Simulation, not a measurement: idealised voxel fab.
voxel double patterning: a process module
Cross-sectional view cut (width: 200 nm; square cell size: 5 nm).
Cross-section = grid of square cells, listed top down in bands; band = one or more rows.
What a band's entry tells you: where the top is and where the bottom is, as heights in nm, and after that what lies inside, material by material from left to right, each with its width in nm. Empty space is written as the word "empty", and a single material marked with the word "edge to edge" occupies the band from edge to edge.
Heights from 0 (as-received wafer is one material below). Bottom band endless downward, as "0 down".
The notation "30 to 40" denotes a width that varies across the rows of cells in the band, beginning at the first number in the top row, finishing at the second number in the bottom row, and changing by an identical amount from each row to the next.
When a step is marked "nothing got changed", none of the cells in the cross-section changed during that step.
Entry "Closed void entries". Content: empty spaces with no open connection to the top, size 8 cells or greater. Each: width x height at distance. Distance: from left edge. Unit: nm.
What comes after the settings on a step's line is commentary from the simulator itself on that step.
overlay nm: mask offset rightward from planned place, masked step; negative means leftward offset.
Planned process steps
1. RECEIVE with material Si
2. CONFORMAL_DEP with material SiO2, thk nm 10
3. DIRECTIONAL_DEP with material W, thk nm 20
4. DIRECTIONAL_DEP with material SiN, thk nm 5
5. PATTERN with tone open, mask id FIRST, material resist, width nm 15, pitch nm 50, thk nm 20, overlay nm 0
6. DIRECTIONAL_ETCH with etch materials SiN, depth nm 5
7. STRIP with etch materials resist
8. PATTERN with tone open, mask id SECOND, material resist, width nm 15, pitch nm 50, thk nm 15, overlay nm 0
9. DIRECTIONAL_ETCH with etch materials SiN, depth nm 5
10. STRIP with etch materials resist
11. DIRECTIONAL_ETCH with etch materials W, depth nm 20
12. STRIP with etch materials SiN
Wafer at receipt (post step 1), cross-section
0 down: Si edge to edge
Closed void entries: none
Module complete - cross-section of the first of two wafers, run according to plan
30 to 10: 40 nm W / 15 nm empty / 10 nm W / 15 nm empty / 10 nm W / 15 nm empty / 10 nm W / 15 nm empty / 10 nm W / 15 nm empty / 45 nm W
10 to 0: SiO2 edge to edge
0 down: Si edge to edge
Closed void entries: none
The second wafer, shown in cross-section after the module: started the same way as the first and given the same plan, yet one mistake crept into how it was run
50 to 30: 40 nm W / 15 nm empty / 10 nm W / 15 nm empty / 10 nm W / 15 nm empty / 10 nm W / 15 nm empty / 10 nm W / 15 nm empty / 45 nm W
30 to 10: W edge to edge
10 to 0: SiO2 edge to edge
0 down: Si edge to edge
Closed void entries: none
Want to know what went wrong? step 3 from the plan got run twice
Bottom line after processing is that, in cells, the second wafer is up or down on some materials versus the first: +160 W
